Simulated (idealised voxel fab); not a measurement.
Process module in this document: voxel released beams
cross-section cut | 165 nm wide | cells 5 nm
Heads up, the way a cross-section reads in here is a grid of square cells, handed over as bands from the top down, with every band being one or more rows of cells.
A band entry consists of two parts. The first gives the height of the band's top and the height of its bottom, in nm. The rest lists the band's materials from left to right, each with its width in nm. A single material labelled with the word "full width" fills the band from edge to edge, and the word "air" marks empty space.
Heads up on the height convention: 0 is the point under which the incoming wafer is all one material, and the lowest band has no bottom, it just keeps going down, like "top 0, no bottom".
The expression "30..40" gives the width at the extremes of the band, the first number at its top row of cells and the second at its bottom row, with the width changing by equal amounts from each row to the next in between.
Given "nothing changed" for a step, no cell of the cross-section differs between before and after that step.
Look at "Trapped cavities" for the closed voids: empty spaces with no open path to the top, sized 8 cells or up. Each is width x height at distance, distance from the left edge, all nm.
Note: text after step settings on the step line = simulator remark on that step.
On any step carrying a mask, the "overlay nm" setting, if present on the step's line, tells how far right of its planned place the mask lay; negative values point to the left.

PLAN
1. RECEIVE [material Si]
2. CONFORMAL_DEP [material SiN] [thk nm 10]
3. DIRECTIONAL_DEP [material SiO2] [thk nm 15]
4. PATTERN [tone open] [mask id ANCHOR] [material resist] [width nm 40] [thk nm 15] [overlay nm 0]
5. DIRECTIONAL_ETCH [etch materials SiO2] [depth nm 15]
6. STRIP [etch materials resist]
7. CONFORMAL_DEP [material W] [thk nm 15]
8. DIRECTIONAL_DEP [material aC] [thk nm 10]
9. PATTERN [tone cover] [mask id BEAM] [material resist] [width nm 110] [thk nm 30] [overlay nm 0]
10. DIRECTIONAL_ETCH [etch materials aC] [depth nm 10]
11. STRIP [etch materials resist]
12. DIRECTIONAL_ETCH [etch materials W] [depth nm 15]
13. STRIP [etch materials aC]
14. STRIP [etch materials SiO2]

INCOMING WAFER, CROSS-SECTIONAL VIEW, POST STEP 1
  top 0, no bottom | Si full width
  Trapped cavities: none

WAFER CROSS-SECTION AT MODULE END: FIRST OF TWO, RUN TO PLAN
  top 40, bottom 25 | air: 25  W: 20  air: 10  W: 80  air: 30
  top 25, bottom 10 | air: 30  W: 40  air: 95
  top 10, bottom 0 | SiN full width
  top 0, no bottom | Si full width
  Trapped cavities: none

SECOND WAFER CROSS-SECTION AT END OF MODULE - SHARED START AND PLAN WITH THE FIRST, ONE MISTAKE IN THE RUN
  top 50, bottom 35 | air: 25  W: 110  air: 30
  top 35, bottom 25 | W full width
  top 25, bottom 10 | SiO2: 30  W: 40  SiO2: 95
  top 10, bottom 0 | SiN full width
  top 0, no bottom | Si full width
  Trapped cavities: none
Misprocessing identified: step 7: run off-plan, actual operation and settings CONFORMAL_DEP [material W] [thk nm 25]
at the end the second wafer has, in cells: +75 SiO2, +72 W
